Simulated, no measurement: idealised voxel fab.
Title: Process Module voxel wiring stack
The figure presents cross-section cut, which has a width of 245 nm and is divided into square cells with an edge length of 5 nm.
A cross-section is a grid of square cells, given in bands from the top down. A band is one or more rows of cells.
Quick guide to a band line: top height, bottom height (nm) up front; then every material left to right with its width in nm. Only one material and it's marked "all across"? Then it fills the band edge to edge. And "empty" just means empty space.
For the purposes of this specification, 0 denotes the height below which the wafer in its as-received condition is composed wholly of one material, and the lowermost band, lacking a lower limit, extends downward without end, as expressed in "from 0 down".
A width such as "30->40" changes by the same amount from each row of cells to the next, from the band's top row to its bottom row.
"left unchanged" after a step means that no cell of the cross-section changed.
Reported under the label "Non-vented voids" are the empty spaces having no open way to the top and comprising 8 cells or more; the notation for each is width x height at distance, in which the distance is measured from the left edge and all three values are in nm.
Formally, on a step line, whatever follows the settings is a remark that the simulator itself makes on the step.
overlay nm: mask right of planned place by this much (step with mask). Neg. = left.
Each of the pairs that make up the rest of this document says: here is the cross-section before one process step, here is the cross-section after it, drawn only down to the lowest band that changed, and here, under the pair, is the step lying between them with its settings. Different pairs may come from different runs of this module on the same starting wafer, so a pair continues from the pair above it only where its entry headed "State before" says so.

State before
* from 100 to 90: 80 of lowk, 25 of empty, 140 of lowk
* from 90 to 85: 80 of SiCN, 25 of empty, 140 of SiCN
* from 85 to 65: 80 of lowk, 5 of SiN, 20 of Ru, 5 of SiN, 20 of lowk, 5 of SiN, 20 of Ru, 5 of SiN, 85 of lowk
* from 65 to 60: 85 of SiN, 20 of TiN, 30 of SiN, 20 of TiN, 90 of SiN
* from 60 to 45: 85 of SiO2, 15 of Ru, 145 of SiO2
* from 45 to 40: 85 of SiCN, 15 of Ru, 145 of SiCN
* from 40 to 20: 85 of lowk, 20 of W, 30 of lowk, 20 of W, 90 of lowk
* from 20 to 15: 85 of lowk, 20 of TiN, 30 of lowk, 20 of TiN, 90 of lowk
* from 15 to 0: SiO2 all across
* from 0 down: Si all across
* Non-vented voids: none

Cross-Section Thereafter
* from 105 to 100: 85 of TiN, 15 of empty, 145 of TiN
* from 100 to 90: 80 of lowk, 5 of TiN, 15 of empty, 5 of TiN, 140 of lowk
* from 90 to 85: 80 of SiCN, 25 of TiN, 140 of SiCN
* Under the height 85 nothing was changed.
* Non-vented voids: none
Here is the step that sits between the two cross-sections above: CONFORMAL_DEP (material TiN; thk nm 5)

State before: as shown after the step in the preceding pair, directly above.

Cross-Section Thereafter
* from 110 to 105: Cu all across
* from 105 to 100: 85 of TiN, 15 of Cu, 145 of TiN
* from 100 to 90: 80 of lowk, 5 of TiN, 15 of Cu, 5 of TiN, 140 of lowk
* Under the height 90 nothing was changed.
* Non-vented voids: none
Here is the step that sits between the two cross-sections above: FILL_DEP (material Cu; thk nm 5)

State before: as shown after the step in the preceding pair, directly above.

Cross-Section Thereafter
* from 100 to 90: 80 of lowk, 5 of TiN, 15 of Cu, 5 of TiN, 140 of lowk
* Under the height 90 nothing was changed.
* Non-vented voids: none
Here is the step that sits between the two cross-sections above: CMP (height nm 100)

State before: as shown after the step in the preceding pair, directly above.

Cross-Section Thereafter
* from 105 to 100: SiN all across
* Under the height 100 nothing was changed.
* Non-vented voids: none
Here is the step that sits between the two cross-sections above: CONFORMAL_DEP (material SiN; thk nm 5)

State before: as shown after the step in the preceding pair, directly above.

Cross-Section Thereafter
* from 120 to 105: SiO2 all across
* Under the height 105 nothing was changed.
* Non-vented voids: none
Here is the step that sits between the two cross-sections above: DIRECTIONAL_DEP (material SiO2; thk nm 15)

State before: as shown after the step in the preceding pair, directly above.

Cross-Section Thereafter
* from 140 to 120: 85 of resist, 20 of empty, 30 of resist, 20 of empty, 90 of resist
* Under the height 120 nothing was changed.
* Non-vented voids: none
Here is the step that sits between the two cross-sections above: PATTERN (tone open; mask id METAL_3; material resist; width nm 20; pitch nm 50; thk nm 20; overlay nm 0)

State before: as shown after the step in the preceding pair, directly above.

Cross-Section Thereafter
* from 140 to 120: 85 of resist, 20 of empty, 30 of resist, 20 of empty, 90 of resist
* from 120 to 105: 85 of SiO2, 20 of empty, 30 of SiO2, 20 of empty, 90 of SiO2
* Under the height 105 nothing was changed.
* Non-vented voids: none
Here is the step that sits between the two cross-sections above: DIRECTIONAL_ETCH (etch materials SiO2; depth nm 15)

State before: as shown after the step in the preceding pair, directly above.

Cross-Section Thereafter
* from 140 to 120: 85 of resist, 20 of empty, 30 of resist, 20 of empty, 90 of resist
* from 120 to 105: 85 of SiO2, 20 of empty, 30 of SiO2, 20 of empty, 90 of SiO2
* from 105 to 100: 85 of SiN, 20 of empty, 30 of SiN, 20 of empty, 90 of SiN
* Under the height 100 nothing was changed.
* Non-vented voids: none
Here is the step that sits between the two cross-sections above: DIRECTIONAL_ETCH (etch materials SiN; depth nm 5)

State before: as shown after the step in the preceding pair, directly above.

Cross-Section Thereafter
* from 120 to 105: 85 of SiO2, 20 of empty, 30 of SiO2, 20 of empty, 90 of SiO2
* Under the height 105 nothing was changed.
* Non-vented voids: none
Here is the step that sits between the two cross-sections above: STRIP (etch materials resist)

State before: as shown after the step in the preceding pair, directly above.

Cross-Section Thereafter
* from 125 to 120: 90 of TiN, 10 of empty, 40 of TiN, 10 of empty, 95 of TiN
* from 120 to 105: 85 of SiO2, 5 of TiN, 10 of empty, 5 of TiN, 30 of SiO2, 5 of TiN, 10 of empty, 5 of TiN, 90 of SiO2
* from 105 to 100: 85 of SiN, 20 of TiN, 30 of SiN, 20 of TiN, 90 of SiN
* Under the height 100 nothing was changed.
* Non-vented voids: none
Here is the step that sits between the two cross-sections above: CONFORMAL_DEP (material TiN; thk nm 5)

State before: as shown after the step in the preceding pair, directly above.

Cross-Section Thereafter
* from 130 to 125: W all across
* from 125 to 120: 90 of TiN, 10 of W, 40 of TiN, 10 of W, 95 of TiN
* from 120 to 105: 85 of SiO2, 5 of TiN, 10 of W, 5 of TiN, 30 of SiO2, 5 of TiN, 10 of W, 5 of TiN, 90 of SiO2
* Under the height 105 nothing was changed.
* Non-vented voids: none
Here is the step that sits between the two cross-sections above: FILL_DEP (material W; thk nm 5)

State before: as shown after the step in the preceding pair, directly above.

Cross-Section Thereafter
* from 120 to 105: 85 of SiO2, 5 of TiN, 10 of W, 5 of TiN, 30 of SiO2, 5 of TiN, 10 of W, 5 of TiN, 90 of SiO2
* Under the height 105 nothing was changed.
* Non-vented voids: none
Here is the step that sits between the two cross-sections above: CMP (height nm 120)

State before: as shown after the step in the preceding pair, directly above.

Cross-Section Thereafter
* from 125 to 120: 80 of empty, 30 of Ru, 20 of empty, 30 of Ru, 85 of empty
* Under the height 120 nothing was changed.
* Non-vented voids: none
Here is the step that sits between the two cross-sections above: EPI (material Ru; thk nm 5)

State before: as shown after the step in the preceding pair, directly above.

Cross-Section Thereafter
* from 130 to 125: SiCN all across
* from 125 to 120: 80 of SiCN, 30 of Ru, 20 of SiCN, 30 of Ru, 85 of SiCN
* Under the height 120 nothing was changed.
* Non-vented voids: none
Here is the step that sits between the two cross-sections above: FILL_DEP (material SiCN; thk nm 5)

State before: as shown after the step in the preceding pair, directly above.

Cross-Section Thereafter
* from 160 to 130: lowk all across
* Under the height 130 nothing was changed.
* Non-vented voids: none
Here is the step that sits between the two cross-sections above: DIRECTIONAL_DEP (material lowk; thk nm 30)

State before: as shown after the step in the preceding pair, directly above.

Cross-Section Thereafter
* from 160 to 130: 85 of lowk, 15 of empty, 35 of lowk, 15 of empty, 95 of lowk
* Under the height 130 nothing was changed.
* Non-vented voids: none
Here is the step that sits between the two cross-sections above: MASKED_ETCH (tone open; mask id METAL_4_HOLES; width nm 15; pitch nm 50; etch materials lowk; depth nm 30; overlay nm 0)

State before: as shown after the step in the preceding pair, directly above.

Cross-Section Thereafter
* from 180 to 160: 85 of resist, 20 of empty, 30 of resist, 20 of empty, 90 of resist
* Under the height 160 nothing was changed.
* Non-vented voids: none
Here is the step that sits between the two cross-sections above: PATTERN (tone open; mask id METAL_4; material resist; width nm 20; pitch nm 50; thk nm 20; overlay nm 0)

State before: as shown after the step in the preceding pair, directly above.

Cross-Section Thereafter
* from 180 to 160: 85 of resist, 20 of empty, 30 of resist, 20 of empty, 90 of resist
* from 160 to 145: 85 of lowk, 20 of empty, 30 of lowk, 20 of empty, 90 of lowk
* Under the height 145 nothing was changed.
* Non-vented voids: none
Here is the step that sits between the two cross-sections above: DIRECTIONAL_ETCH (etch materials lowk; depth nm 15)

State before: as shown after the step in the preceding pair, directly above.

Cross-Section Thereafter
* from 180 to 160: 85 of resist, 20 of empty, 30 of resist, 20 of empty, 90 of resist
* from 160 to 145: 85 of lowk, 20 of empty, 30 of lowk, 20 of empty, 90 of lowk
* from 145 to 130: 85 of lowk, 15 of empty, 35 of lowk, 15 of empty, 95 of lowk
* from 130 to 125: 85 of SiCN, 15 of empty, 35 of SiCN, 15 of empty, 95 of SiCN
* Under the height 125 nothing was changed.
* Non-vented voids: none
Here is the step that sits between the two cross-sections above: DIRECTIONAL_ETCH (etch materials SiCN; depth nm 5)

State before: as shown after the step in the preceding pair, directly above.

Cross-Section Thereafter
* from 160 to 145: 85 of lowk, 20 of empty, 30 of lowk, 20 of empty, 90 of lowk
* Under the height 145 nothing was changed.
* Non-vented voids: none
Here is the step that sits between the two cross-sections above: STRIP (etch materials resist)

State before: as shown after the step in the preceding pair, directly above.

Cross-Section Thereafter
* from 165 to 160: 90 of TiN, 10 of empty, 40 of TiN, 10 of empty, 95 of TiN
* from 160 to 150: 85 of lowk, 5 of TiN, 10 of empty, 5 of TiN, 30 of lowk, 5 of TiN, 10 of empty, 5 of TiN, 90 of lowk
* from 150 to 145: 85 of lowk, 5 of TiN, 5 of empty, 10 of TiN, 30 of lowk, 5 of TiN, 5 of empty, 10 of TiN, 90 of lowk
* from 145 to 130: 85 of lowk, 5 of TiN, 5 of empty, 5 of TiN, 35 of lowk, 5 of TiN, 5 of empty, 5 of TiN, 95 of lowk
* from 130 to 125: 85 of SiCN, 15 of TiN, 35 of SiCN, 15 of TiN, 95 of SiCN
* Under the height 125 nothing was changed.
* Non-vented voids: none
Here is the step that sits between the two cross-sections above: CONFORMAL_DEP (material TiN; thk nm 5)

State before: as shown after the step in the preceding pair, directly above.

Cross-Section Thereafter
* from 170 to 165: Cu all across
* from 165 to 160: 90 of TiN, 10 of Cu, 40 of TiN, 10 of Cu, 95 of TiN
* from 160 to 150: 85 of lowk, 5 of TiN, 10 of Cu, 5 of TiN, 30 of lowk, 5 of TiN, 10 of Cu, 5 of TiN, 90 of lowk
* from 150 to 145: 85 of lowk, 5 of TiN, 5 of Cu, 10 of TiN, 30 of lowk, 5 of TiN, 5 of Cu, 10 of TiN, 90 of lowk
* from 145 to 130: 85 of lowk, 5 of TiN, 5 of Cu, 5 of TiN, 35 of lowk, 5 of TiN, 5 of Cu, 5 of TiN, 95 of lowk
* Under the height 130 nothing was changed.
* Non-vented voids: none
Here is the step that sits between the two cross-sections above: FILL_DEP (material Cu; thk nm 5)

State before: as shown after the step in the preceding pair, directly above.

Cross-Section Thereafter
* from 160 to 150: 85 of lowk, 5 of TiN, 10 of Cu, 5 of TiN, 30 of lowk, 5 of TiN, 10 of Cu, 5 of TiN, 90 of lowk
* Under the height 150 nothing was changed.
* Non-vented voids: none
Here is the step that sits between the two cross-sections above: CMP (height nm 160)

State before: as shown after the step in the preceding pair, directly above.

Cross-Section Thereafter
* from 165 to 160: SiCN all across
* Under the height 160 nothing was changed.
* Non-vented voids: none
Here is the step that sits between the two cross-sections above: CONFORMAL_DEP (material SiCN; thk nm 5)

State before
* from 120 to 105: SiO2 all across
* from 105 to 100: SiN all across
* from 100 to 90: 85 of lowk, 5 of TiN, 5 of Cu, 5 of TiN, 145 of lowk
* from 90 to 85: 85 of SiCN, 15 of TiN, 145 of SiCN
* from 85 to 65: 80 of lowk, 5 of SiN, 20 of Ru, 5 of SiN, 20 of lowk, 5 of SiN, 20 of Ru, 5 of SiN, 85 of lowk
* from 65 to 60: 85 of SiN, 20 of TiN, 30 of SiN, 20 of TiN, 90 of SiN
* from 60 to 45: 85 of SiO2, 15 of Ru, 145 of SiO2
* from 45 to 40: 85 of SiCN, 15 of Ru, 145 of SiCN
* from 40 to 20: 85 of lowk, 20 of W, 30 of lowk, 20 of W, 90 of lowk
* from 20 to 15: 85 of lowk, 20 of TiN, 30 of lowk, 20 of TiN, 90 of lowk
* from 15 to 0: SiO2 all across
* from 0 down: Si all across
* Non-vented voids: none

Cross-Section Thereafter
* from 140 to 120: 95 of resist, 20 of empty, 30 of resist, 20 of empty, 80 of resist
* Under the height 120 nothing was changed.
* Non-vented voids: none
Here is the step that sits between the two cross-sections above: PATTERN (tone open; mask id METAL_3; material resist; width nm 20; pitch nm 50; thk nm 20; overlay nm 10)

State before: as shown after the step in the preceding pair, directly above.

Cross-Section Thereafter
* from 140 to 120: 95 of resist, 20 of empty, 30 of resist, 20 of empty, 80 of resist
* from 120 to 105: 95 of SiO2, 20 of empty, 30 of SiO2, 20 of empty, 80 of SiO2
* Under the height 105 nothing was changed.
* Non-vented voids: none
Here is the step that sits between the two cross-sections above: DIRECTIONAL_ETCH (etch materials SiO2; depth nm 15)

State before: as shown after the step in the preceding pair, directly above.

Cross-Section Thereafter
* from 140 to 120: 95 of resist, 20 of empty, 30 of resist, 20 of empty, 80 of resist
* from 120 to 105: 95 of SiO2, 20 of empty, 30 of SiO2, 20 of empty, 80 of SiO2
* from 105 to 100: 95 of SiN, 20 of empty, 30 of SiN, 20 of empty, 80 of SiN
* Under the height 100 nothing was changed.
* Non-vented voids: none
Here is the step that sits between the two cross-sections above: DIRECTIONAL_ETCH (etch materials SiN; depth nm 5)

State before: as shown after the step in the preceding pair, directly above.

Cross-Section Thereafter
* from 120 to 105: 95 of SiO2, 20 of empty, 30 of SiO2, 20 of empty, 80 of SiO2
* Under the height 105 nothing was changed.
* Non-vented voids: none
Here is the step that sits between the two cross-sections above: STRIP (etch materials resist)

State before: as shown after the step in the preceding pair, directly above.

Cross-Section Thereafter
* from 125 to 120: 100 of TiN, 10 of empty, 40 of TiN, 10 of empty, 85 of TiN
* from 120 to 105: 95 of SiO2, 5 of TiN, 10 of empty, 5 of TiN, 30 of SiO2, 5 of TiN, 10 of empty, 5 of TiN, 80 of SiO2
* from 105 to 100: 95 of SiN, 20 of TiN, 30 of SiN, 20 of TiN, 80 of SiN
* Under the height 100 nothing was changed.
* Non-vented voids: none
Here is the step that sits between the two cross-sections above: CONFORMAL_DEP (material TiN; thk nm 5)

State before: as shown after the step in the preceding pair, directly above.

Cross-Section Thereafter
* from 130 to 125: W all across
* from 125 to 120: 100 of TiN, 10 of W, 40 of TiN, 10 of W, 85 of TiN
* from 120 to 105: 95 of SiO2, 5 of TiN, 10 of W, 5 of TiN, 30 of SiO2, 5 of TiN, 10 of W, 5 of TiN, 80 of SiO2
* Under the height 105 nothing was changed.
* Non-vented voids: none
Here is the step that sits between the two cross-sections above: FILL_DEP (material W; thk nm 5)

State before: as shown after the step in the preceding pair, directly above.

Cross-Section Thereafter
* from 120 to 105: 95 of SiO2, 5 of TiN, 10 of W, 5 of TiN, 30 of SiO2, 5 of TiN, 10 of W, 5 of TiN, 80 of SiO2
* Under the height 105 nothing was changed.
* Non-vented voids: none
Here is the step that sits between the two cross-sections above: CMP (height nm 120)

State before: as shown after the step in the preceding pair, directly above.

Cross-Section Thereafter
* from 125 to 120: 90 of empty, 30 of Ru, 20 of empty, 30 of Ru, 75 of empty
* Under the height 120 nothing was changed.
* Non-vented voids: none
Here is the step that sits between the two cross-sections above: EPI (material Ru; thk nm 5)

State before: as shown after the step in the preceding pair, directly above.

Cross-Section Thereafter
* from 130 to 125: SiCN all across
* from 125 to 120: 90 of SiCN, 30 of Ru, 20 of SiCN, 30 of Ru, 75 of SiCN
* Under the height 120 nothing was changed.
* Non-vented voids: none
Here is the step that sits between the two cross-sections above: FILL_DEP (material SiCN; thk nm 5)

State before: as shown after the step in the preceding pair, directly above.

Cross-Section Thereafter
* from 160 to 130: lowk all across
* Under the height 130 nothing was changed.
* Non-vented voids: none
Here is the step that sits between the two cross-sections above: DIRECTIONAL_DEP (material lowk; thk nm 30)

State before: as shown after the step in the preceding pair, directly above.

Cross-Section Thereafter
* from 160 to 130: 85 of lowk, 15 of empty, 35 of lowk, 15 of empty, 95 of lowk
* Under the height 130 nothing was changed.
* Non-vented voids: none
Here is the step that sits between the two cross-sections above: MASKED_ETCH (tone open; mask id METAL_4_HOLES; width nm 15; pitch nm 50; etch materials lowk; depth nm 30; overlay nm 0)

State before: as shown after the step in the preceding pair, directly above.

Cross-Section Thereafter
* from 180 to 160: 85 of resist, 20 of empty, 30 of resist, 20 of empty, 90 of resist
* Under the height 160 nothing was changed.
* Non-vented voids: none
Here is the step that sits between the two cross-sections above: PATTERN (tone open; mask id METAL_4; material resist; width nm 20; pitch nm 50; thk nm 20; overlay nm 0)

State before: as shown after the step in the preceding pair, directly above.

Cross-Section Thereafter
* from 180 to 160: 85 of resist, 20 of empty, 30 of resist, 20 of empty, 90 of resist
* from 160 to 145: 85 of lowk, 20 of empty, 30 of lowk, 20 of empty, 90 of lowk
* Under the height 145 nothing was changed.
* Non-vented voids: none
Here is the step that sits between the two cross-sections above: DIRECTIONAL_ETCH (etch materials lowk; depth nm 15)

State before: as shown after the step in the preceding pair, directly above.

Cross-Section Thereafter
* from 180 to 160: 85 of resist, 20 of empty, 30 of resist, 20 of empty, 90 of resist
* from 160 to 145: 85 of lowk, 20 of empty, 30 of lowk, 20 of empty, 90 of lowk
* from 145 to 130: 85 of lowk, 15 of empty, 35 of lowk, 15 of empty, 95 of lowk
* from 130 to 125: 85 of SiCN, 15 of empty, 35 of SiCN, 15 of empty, 95 of SiCN
* Under the height 125 nothing was changed.
* Non-vented voids: none
Here is the step that sits between the two cross-sections above: DIRECTIONAL_ETCH (etch materials SiCN; depth nm 5)

State before: as shown after the step in the preceding pair, directly above.

Cross-Section Thereafter
* from 160 to 145: 85 of lowk, 20 of empty, 30 of lowk, 20 of empty, 90 of lowk
* Under the height 145 nothing was changed.
* Non-vented voids: none
Here is the step that sits between the two cross-sections above: STRIP (etch materials resist)

State before: as shown after the step in the preceding pair, directly above.

Cross-Section Thereafter
* from 165 to 160: 90 of TiN, 10 of empty, 40 of TiN, 10 of empty, 95 of TiN
* from 160 to 150: 85 of lowk, 5 of TiN, 10 of empty, 5 of TiN, 30 of lowk, 5 of TiN, 10 of empty, 5 of TiN, 90 of lowk
* from 150 to 145: 85 of lowk, 5 of TiN, 5 of empty, 10 of TiN, 30 of lowk, 5 of TiN, 5 of empty, 10 of TiN, 90 of lowk
* from 145 to 130: 85 of lowk, 5 of TiN, 5 of empty, 5 of TiN, 35 of lowk, 5 of TiN, 5 of empty, 5 of TiN, 95 of lowk
* from 130 to 125: 85 of SiCN, 15 of TiN, 35 of SiCN, 15 of TiN, 95 of SiCN
* Under the height 125 nothing was changed.
* Non-vented voids: none
Here is the step that sits between the two cross-sections above: CONFORMAL_DEP (material TiN; thk nm 5)

State before: as shown after the step in the preceding pair, directly above.

Cross-Section Thereafter
* from 170 to 165: Cu all across
* from 165 to 160: 90 of TiN, 10 of Cu, 40 of TiN, 10 of Cu, 95 of TiN
* from 160 to 150: 85 of lowk, 5 of TiN, 10 of Cu, 5 of TiN, 30 of lowk, 5 of TiN, 10 of Cu, 5 of TiN, 90 of lowk
* from 150 to 145: 85 of lowk, 5 of TiN, 5 of Cu, 10 of TiN, 30 of lowk, 5 of TiN, 5 of Cu, 10 of TiN, 90 of lowk
* from 145 to 130: 85 of lowk, 5 of TiN, 5 of Cu, 5 of TiN, 35 of lowk, 5 of TiN, 5 of Cu, 5 of TiN, 95 of lowk
* Under the height 130 nothing was changed.
* Non-vented voids: none
Here is the step that sits between the two cross-sections above: FILL_DEP (material Cu; thk nm 5)

State before: as shown after the step in the preceding pair, directly above.

Cross-Section Thereafter
* from 160 to 150: 85 of lowk, 5 of TiN, 10 of Cu, 5 of TiN, 30 of lowk, 5 of TiN, 10 of Cu, 5 of TiN, 90 of lowk
* Under the height 150 nothing was changed.
* Non-vented voids: none
Here is the step that sits between the two cross-sections above: CMP (height nm 160)

State before: as shown after the step in the preceding pair, directly above.

Cross-Section Thereafter
* from 165 to 160: SiCN all across
* Under the height 160 nothing was changed.
* Non-vented voids: none
Here is the step that sits between the two cross-sections above: CONFORMAL_DEP (material SiCN; thk nm 5)

State before
* from 40 to 20: 85 of lowk, 20 of W, 30 of lowk, 20 of W, 90 of lowk
* from 20 to 15: 85 of lowk, 20 of TiN, 30 of lowk, 20 of TiN, 90 of lowk
* from 15 to 0: SiO2 all across
* from 0 down: Si all across
* Non-vented voids: none

Cross-Section Thereafter
* from 45 to 40: W all across
* Under the height 40 nothing was changed.
* Non-vented voids: none
Here is the step that sits between the two cross-sections above: CONFORMAL_DEP (material W; thk nm 5)

State before: as shown after the step in the preceding pair, directly above.

Cross-Section Thereafter
* from 60 to 45: SiO2 all across
* Under the height 45 nothing was changed.
* Non-vented voids: none
Here is the step that sits between the two cross-sections above: DIRECTIONAL_DEP (material SiO2; thk nm 15)

State before: as shown after the step in the preceding pair, directly above.

Cross-Section Thereafter
* from 60 to 45: 85 of SiO2, 15 of empty, 145 of SiO2
* Under the height 45 nothing was changed.
* Non-vented voids: none
Here is the step that sits between the two cross-sections above: MASKED_ETCH (tone open; mask id PLUG_1; width nm 15; etch materials SiO2; depth nm 15; overlay nm 0)

State before: as shown after the step in the preceding pair, directly above.

Cross-Section Thereafter
* from 60 to 55: 85 of SiO2, 15 of empty, 145 of SiO2
* from 55 to 45: 85 of SiO2, 15 of Ru, 145 of SiO2
* Under the height 45 nothing was changed.
* Non-vented voids: none
Here is the step that sits between the two cross-sections above: EPI (material Ru; thk nm 10)

State before: as shown after the step in the preceding pair, directly above.

Cross-Section Thereafter
* from 65 to 60: 80 of empty, 25 of Ru, 140 of empty
* from 60 to 45: 85 of SiO2, 15 of Ru, 145 of SiO2
* Under the height 45 nothing was changed.
* Non-vented voids: none
Here is the step that sits between the two cross-sections above: EPI (material Ru; thk nm 10)

State before: as shown after the step in the preceding pair, directly above.

Cross-Section Thereafter
* from 70 to 65: 80 of empty, 25 of TiN, 140 of empty
* from 65 to 60: 80 of TiN, 25 of Ru, 140 of TiN
* Under the height 60 nothing was changed.
* Non-vented voids: none
Here is the step that sits between the two cross-sections above: DIRECTIONAL_DEP (material TiN; thk nm 5)

State before: as shown after the step in the preceding pair, directly above.

Cross-Section Thereafter
* from 90 to 85: 80 of empty, 25 of Ru, 140 of empty
* from 85 to 70: Ru all across
* from 70 to 65: 80 of Ru, 25 of TiN, 140 of Ru
* Under the height 65 nothing was changed.
* Non-vented voids: none
Here is the step that sits between the two cross-sections above: DIRECTIONAL_DEP (material Ru; thk nm 20)

State before: as shown after the step in the preceding pair, directly above.

Cross-Section Thereafter
* from 90 to 85: 85 of empty, 20 of Ru, 140 of empty
* from 85 to 70: 85 of empty, 20 of Ru, 30 of empty, 20 of Ru, 90 of empty
* from 70 to 65: 80 of empty, 25 of TiN, 30 of empty, 20 of Ru, 90 of empty
* Under the height 65 nothing was changed.
* Non-vented voids: none
Here is the step that sits between the two cross-sections above: MASKED_ETCH (tone cover; mask id METAL_2; width nm 20; pitch nm 50; etch materials Ru; depth nm 20; overlay nm 0)

State before: as shown after the step in the preceding pair, directly above.

Cross-Section Thereafter
* from 90 to 85: 85 of empty, 20 of Ru, 140 of empty
* from 85 to 70: 85 of empty, 20 of Ru, 30 of empty, 20 of Ru, 90 of empty
* from 70 to 65: 85 of empty, 20 of TiN, 30 of empty, 20 of Ru, 90 of empty
* from 65 to 60: 80 of empty, 25 of Ru, 30 of empty, 20 of TiN, 90 of empty
* Under the height 60 nothing was changed.
* Non-vented voids: none
Here is the step that sits between the two cross-sections above: MASKED_ETCH (tone cover; mask id METAL_2; width nm 20; pitch nm 50; etch materials TiN; depth nm 5; overlay nm 0)

State before: as shown after the step in the preceding pair, directly above.

Cross-Section Thereafter
* from 95 to 90: 80 of empty, 30 of SiN, 135 of empty
* from 90 to 85: 80 of empty, 5 of SiN, 20 of Ru, 5 of SiN, 20 of empty, 30 of SiN, 85 of empty
* from 85 to 70: 80 of empty, 5 of SiN, 20 of Ru, 5 of SiN, 20 of empty, 5 of SiN, 20 of Ru, 5 of SiN, 85 of empty
* from 70 to 65: 75 of empty, 10 of SiN, 20 of TiN, 5 of SiN, 20 of empty, 5 of SiN, 20 of Ru, 5 of SiN, 85 of empty
* from 65 to 60: 80 of SiN, 25 of Ru, 30 of SiN, 20 of TiN, 90 of SiN
* Under the height 60 nothing was changed.
* Non-vented voids: none
Here is the step that sits between the two cross-sections above: CONFORMAL_DEP (material SiN; thk nm 5)

State before: as shown after the step in the preceding pair, directly above.

Cross-Section Thereafter
* from 105 to 95: lowk all across
* from 95 to 90: 80 of lowk, 30 of SiN, 135 of lowk
* from 90 to 85: 80 of lowk, 5 of SiN, 20 of Ru, 5 of SiN, 20 of lowk, 30 of SiN, 85 of lowk
* from 85 to 70: 80 of lowk, 5 of SiN, 20 of Ru, 5 of SiN, 20 of lowk, 5 of SiN, 20 of Ru, 5 of SiN, 85 of lowk
* from 70 to 65: 75 of lowk, 10 of SiN, 20 of TiN, 5 of SiN, 20 of lowk, 5 of SiN, 20 of Ru, 5 of SiN, 85 of lowk
* Under the height 65 nothing was changed.
* Non-vented voids: none
Here is the step that sits between the two cross-sections above: FILL_DEP (material lowk; thk nm 10)

State before: as shown after the step in the preceding pair, directly above.

Cross-Section Thereafter
* from 85 to 70: 80 of lowk, 5 of SiN, 20 of Ru, 5 of SiN, 20 of lowk, 5 of SiN, 20 of Ru, 5 of SiN, 85 of lowk
* Under the height 70 nothing was changed.
* Non-vented voids: none
Here is the step that sits between the two cross-sections above: CMP (height nm 85)

State before: as shown after the step in the preceding pair, directly above.

Cross-Section Thereafter
* from 90 to 85: SiCN all across
* Under the height 85 nothing was changed.
* Non-vented voids: none
Here is the step that sits between the two cross-sections above: CONFORMAL_DEP (material SiCN; thk nm 5)

State before: as shown after the step in the preceding pair, directly above.

Cross-Section Thereafter
* from 100 to 90: lowk all across
* Under the height 90 nothing was changed.
* Non-vented voids: none
Here is the step that sits between the two cross-sections above: DIRECTIONAL_DEP (material lowk; thk nm 10)

State before: as shown after the step in the preceding pair, directly above.

Cross-Section Thereafter
* from 110 to 100: aC all across
* Under the height 100 nothing was changed.
* Non-vented voids: none
Here is the step that sits between the two cross-sections above: DIRECTIONAL_DEP (material aC; thk nm 10)

State before: as shown after the step in the preceding pair, directly above.

Cross-Section Thereafter
* from 135 to 110: 85 of resist, 15 of empty, 145 of resist
* Under the height 110 nothing was changed.
* Non-vented voids: none
Here is the step that sits between the two cross-sections above: PATTERN (tone open; mask id PLUG_2; material resist; width nm 15; thk nm 25; overlay nm 0)

State before: as shown after the step in the preceding pair, directly above.

Cross-Section Thereafter
* from 125 to 110: 85 of resist, 15 of empty, 145 of resist
* from 110 to 100: 85 of aC, 15 of empty, 145 of aC
* Under the height 100 nothing was changed.
* Non-vented voids: none
Here is the step that sits between the two cross-sections above: DIRECTIONAL_ETCH (etch materials aC; depth nm 10)

State before: as shown after the step in the preceding pair, directly above.

Cross-Section Thereafter
* from 110 to 100: 85 of aC, 15 of empty, 145 of aC
* Under the height 100 nothing was changed.
* Non-vented voids: none
Here is the step that sits between the two cross-sections above: STRIP (etch materials resist)

State before: as shown after the step in the preceding pair, directly above.

Cross-Section Thereafter
* from 110 to 100: 85 of aC, 15 of empty, 145 of aC
* from 100 to 90: 85 of lowk, 15 of empty, 145 of lowk
* Under the height 90 nothing was changed.
* Non-vented voids: none
Here is the step that sits between the two cross-sections above: DIRECTIONAL_ETCH (etch materials lowk; depth nm 10)

State before: as shown after the step in the preceding pair, directly above.

Cross-Section Thereafter
* from 110 to 100: 85 of aC, 15 of empty, 145 of aC
* from 100 to 90: 85 of lowk, 15 of empty, 145 of lowk
* from 90 to 85: 85 of SiCN, 15 of empty, 145 of SiCN
* Under the height 85 nothing was changed.
* Non-vented voids: none
Here is the step that sits between the two cross-sections above: DIRECTIONAL_ETCH (etch materials SiCN; depth nm 5)

State before: as shown after the step in the preceding pair, directly above.

Cross-Section Thereafter
* from 100 to 90: 85 of lowk, 15 of empty, 145 of lowk
* Under the height 90 nothing was changed.
* Non-vented voids: none
Here is the step that sits between the two cross-sections above: STRIP (etch materials aC)

State before: as shown after the step in the preceding pair, directly above.

Cross-Section Thereafter
* from 105 to 100: 90 of TiN, 5 of empty, 150 of TiN
* from 100 to 90: 85 of lowk, 5 of TiN, 5 of empty, 5 of TiN, 145 of lowk
* from 90 to 85: 85 of SiCN, 15 of TiN, 145 of SiCN
* Under the height 85 nothing was changed.
* Non-vented voids: none
Here is the step that sits between the two cross-sections above: CONFORMAL_DEP (material TiN; thk nm 5)

State before: as shown after the step in the preceding pair, directly above.

Cross-Section Thereafter
* from 110 to 105: Cu all across
* from 105 to 100: 90 of TiN, 5 of Cu, 150 of TiN
* from 100 to 90: 85 of lowk, 5 of TiN, 5 of Cu, 5 of TiN, 145 of lowk
* Under the height 90 nothing was changed.
* Non-vented voids: none
Here is the step that sits between the two cross-sections above: FILL_DEP (material Cu; thk nm 5)

State before: as shown after the step in the preceding pair, directly above.

Cross-Section Thereafter
* from 100 to 90: 85 of lowk, 5 of TiN, 5 of Cu, 5 of TiN, 145 of lowk
* Under the height 90 nothing was changed.
* Non-vented voids: none
Here is the step that sits between the two cross-sections above: CMP (height nm 100)

State before: as shown after the step in the preceding pair, directly above.

Cross-Section Thereafter
* from 105 to 100: SiN all across
* Under the height 100 nothing was changed.
* Non-vented voids: none
Here is the step that sits between the two cross-sections above: CONFORMAL_DEP (material SiN; thk nm 5)

State before: as shown after the step in the preceding pair, directly above.

Cross-Section Thereafter
* from 120 to 105: SiO2 all across
* Under the height 105 nothing was changed.
* Non-vented voids: none
Here is the step that sits between the two cross-sections above: DIRECTIONAL_DEP (material SiO2; thk nm 15)
